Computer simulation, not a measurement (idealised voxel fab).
Module name: voxel capacitor over wiring (process module)
Section cut is 260 nm wide and gridded with 5 nm square cells.
A cross-section is written here as square cells arranged in a grid, and it is given in bands from the top down, each band taking up one or more rows of cells. Within each band entry, the heights of the top and of the bottom of the band appear first, in that order and in nm; the materials of the band then follow from left to right, each with its corresponding width in nm. The designation "all across" on a single material indicates that it fills the band from edge to edge; the designation "blank" indicates empty space. We count height from 0. Below that, the starting wafer is all one material. The lowest band never ends at the bottom but goes on down; see "0 and below" for how that is written. Width spec "30..40" -> top row of cells at first value, bottom row at second value, equal per-row change in between. Take "no change occurred" at face value: in the step it is given for, the cross-section changed in none of its cells. Heads up: "Fully enclosed voids" only lists the empty pockets with no open path to the top that are 8 cells or more, and it writes them as width x height at distance, distance from the left edge, in nm. Heads up: the bit after the settings on a step's line is the simulator's remark on that step. "overlay nm", when on a step's line for a step with a mask, measures how far to the right of its planned place the mask lay; a negative measure means to the left.
## The planned process steps are enumerated hereunder
step 1: RECEIVE: material Si
step 2: CONFORMAL_DEP: material SiO2, thk nm 10
step 3: CONFORMAL_DEP: material SiN, thk nm 5
step 4: DIRECTIONAL_DEP: material SiO2, thk nm 20
step 5: MASKED_ETCH: tone open, mask id METAL_1, width nm 15, pitch nm 75, etch materials SiO2, depth nm 20, overlay nm 0
step 6: MASKED_ETCH: tone open, mask id METAL_1, width nm 25, pitch nm 75, etch materials SiN, depth nm 5, overlay nm 0
step 7: CONFORMAL_DEP: material TiN, thk nm 5
step 8: FILL_DEP: material Cu, thk nm 5
step 9: CMP: height nm 35
step 10: CONFORMAL_DEP: material SiCN, thk nm 5
step 11: DIRECTIONAL_DEP: material SiO2, thk nm 20
step 12: DIRECTIONAL_DEP: material aC, thk nm 10
step 13: PATTERN: tone open, mask id PLUG_1, material resist, width nm 15, thk nm 25, overlay nm 0
step 14: DIRECTIONAL_ETCH: etch materials aC, depth nm 10
step 15: STRIP: etch materials resist
step 16: DIRECTIONAL_ETCH: etch materials SiO2, depth nm 20
step 17: DIRECTIONAL_ETCH: etch materials SiCN, depth nm 5
step 18: STRIP: etch materials aC
step 19: EPI: material Ru, thk nm 10
step 20: EPI: material Ru, thk nm 10
step 21: EPI: material Ru, thk nm 5
step 22: DIRECTIONAL_DEP: material TiN, thk nm 5
step 23: DIRECTIONAL_DEP: material HfO2, thk nm 5
step 24: DIRECTIONAL_DEP: material TiN, thk nm 5
step 25: PATTERN: tone cover, mask id UPPER_PLATE, material resist, width nm 55, thk nm 20, overlay nm 0
step 26: DIRECTIONAL_ETCH: etch materials TiN, depth nm 5
step 27: DIRECTIONAL_ETCH: etch materials HfO2, depth nm 5
step 28: STRIP: etch materials resist
step 29: PATTERN: tone cover, mask id LOWER_PLATE, material resist, width nm 65, thk nm 20, overlay nm 0
step 30: DIRECTIONAL_ETCH: etch materials TiN, depth nm 5
step 31: STRIP: etch materials resist
step 32: FILL_DEP: material SiO2, thk nm 20
step 33: CMP: height nm 90
step 34: DIRECTIONAL_DEP: material aC, thk nm 15
step 35: PATTERN: tone open, mask id PLUG_2, material resist, width nm 15, thk nm 35, overlay nm 0
step 36: DIRECTIONAL_ETCH: etch materials aC, depth nm 15
step 37: STRIP: etch materials resist
step 38: DIRECTIONAL_ETCH: etch materials SiO2, depth nm 15
step 39: STRIP: etch materials aC
step 40: CONFORMAL_DEP: material TiN, thk nm 5
step 41: FILL_DEP: material Ru, thk nm 5
step 42: CMP: height nm 90
step 43: CONFORMAL_DEP: material SiCN, thk nm 5
Don't read the plan's width nm for step 5 as applying to every wafer: that's the first wafer's value, and the wafers differ in it, though they all start identical.
## Cross-section: the first of several wafers in its as-received state, i.e. following step 1
    0 and below | Si all across
    Fully enclosed voids: none
## Per wafer, end of module: cells gained (+) or lost (-) per material since receipt, then closed voids
width nm 15 | +8 Cu | +11 HfO2 | +17 Ru | +101 SiCN | +46 SiN | +752 SiO2 | +53 TiN | Fully enclosed voids: none
width nm 20 | +16 Cu | +11 HfO2 | +17 Ru | +101 SiCN | +44 SiN | +744 SiO2 | +55 TiN | Fully enclosed voids: none
width nm 25 | +24 Cu | +11 HfO2 | +17 Ru | +101 SiCN | +42 SiN | +736 SiO2 | +57 TiN | Fully enclosed voids: none
width nm 30 | +30 Cu | +11 HfO2 | +17 Ru | +101 SiCN | +42 SiN | +728 SiO2 | +59 TiN | Fully enclosed voids: none
width nm 35 | +36 Cu | +11 HfO2 | +17 Ru | +101 SiCN | +42 SiN | +720 SiO2 | +61 TiN | Fully enclosed voids: none
width nm 40 | +42 Cu | +11 HfO2 | +17 Ru | +101 SiCN | +42 SiN | +712 SiO2 | +63 TiN | Fully enclosed voids: none
